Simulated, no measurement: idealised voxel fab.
This is a process module. Its name is voxel fin reveal.
Displayed cross-section: cut, width of 230 nm, square cells sized 5 nm.
Cross-section format: a grid of square cells, given as bands from top to bottom; each band is one or more rows of cells.
Band: top and bottom heights (nm) first, top before bottom; then materials from left to right, widths in nm. "full width" marks a sole material filling the band edge to edge. "empty" denotes empty space.
Note: height 0 marks the level under which the wafer is uniformly one material as received. Lowest band unbounded below, written "0 nm and below".
The two numbers in a width such as "30->40" mark its ends across the band: the first belongs to the top row of cells, the second to the bottom row, and from each row to the next the width moves by the same amount.
The designation "same as before", where it is given for a processing step, indicates that no cell of the cross-section was altered in the course of that step.
You'll see "Enclosed internal voids" listing empty spaces that have no way open to the top, as long as they're 8 cells or more; the notation is width x height at distance, where the distance is from the left edge, and all of it is in nm.
If you see something after the settings on a step's line, that's the simulator's own remark about that step.
Steps that use a mask can have "overlay nm" on their line. It says how far the mask sat to the right of where it was meant to be. Negative means to the left.

-- Process steps (planned)
1. RECEIVE (material Si)
2. CONFORMAL_DEP (material SiN; thk nm 5)
3. DIRECTIONAL_DEP (material aC; thk nm 15)
4. PATTERN (tone cover; mask id FINS; material resist; width nm 15; pitch nm 35; thk nm 35; overlay nm 0)
5. DIRECTIONAL_ETCH (etch materials aC; depth nm 15)
6. STRIP (etch materials resist)
7. DIRECTIONAL_ETCH (etch materials SiN; depth nm 5)
8. DIRECTIONAL_ETCH (etch materials Si; depth nm 30)
9. STRIP (etch materials aC)
10. FILL_DEP (material SiO2; thk nm 10)
11. CMP (height nm 5)
12. SELECTIVE_ETCH (etch materials SiO2; depth nm 25)
13. STRIP (etch materials SiN)
14. CONFORMAL_DEP (material HfO2; thk nm 5)

-- Wafer cross-section on receipt, i.e. after step 1
    0 nm and below = Si full width
    Enclosed internal voids: none

-- Cross-section: first of two wafers, module finished, run according to plan
    5 nm to 0 nm = empty: 65 / HfO2: 25 / empty: 10 / HfO2: 25 / empty: 10 / HfO2: 25 / empty: 70
    0 nm to -15 nm = empty: 65 / HfO2: 5 / Si: 15 / HfO2: 5 / empty: 10 / HfO2: 5 / Si: 15 / HfO2: 5 / empty: 10 / HfO2: 5 / Si: 15 / HfO2: 5 / empty: 70
    -15 nm to -20 nm = HfO2: 70 / Si: 15 / HfO2: 20 / Si: 15 / HfO2: 20 / Si: 15 / HfO2: 75
    -20 nm to -30 nm = SiO2: 70 / Si: 15 / SiO2: 20 / Si: 15 / SiO2: 20 / Si: 15 / SiO2: 75
    -30 nm and below = Si full width
    Enclosed internal voids: none

-- Second of two wafers, module complete, sectioned: it shares the first wafer's start and plan but was run with one mistake
    5 nm to 0 nm = empty: 65 / HfO2: 25 / empty: 10 / HfO2: 25 / empty: 10 / HfO2: 25 / empty: 70
    0 nm to -15 nm = empty: 65 / HfO2: 5 / Si: 15 / HfO2: 5 / empty: 10 / HfO2: 5 / Si: 15 / HfO2: 5 / empty: 10 / HfO2: 5 / Si: 15 / HfO2: 5 / empty: 70
    -15 nm to -20 nm = HfO2: 50 / empty: 15 / HfO2: 5 / Si: 15 / HfO2: 5 / empty: 10 / HfO2: 5 / Si: 15 / HfO2: 5 / empty: 10 / HfO2: 5 / Si: 15 / HfO2: 5 / empty: 15 / HfO2: 55
    -20 nm to -25 nm = SiO2: 45 / HfO2: 25 / Si: 15 / HfO2: 20 / Si: 15 / HfO2: 20 / Si: 15 / HfO2: 25 / SiO2: 50
    -25 nm to -30 nm = SiO2: 70 / Si: 15 / SiO2: 20 / Si: 15 / SiO2: 20 / Si: 15 / SiO2: 75
    -30 nm and below = Si full width
    Enclosed internal voids: none
Short version of what went wrong: steps 12 and 13: order swapped relative to plan
Once processing is complete, comparing cell counts shows that the second wafer has more or fewer of certain materials than the first: HfO2: 8 more | SiO2: 18 fewer
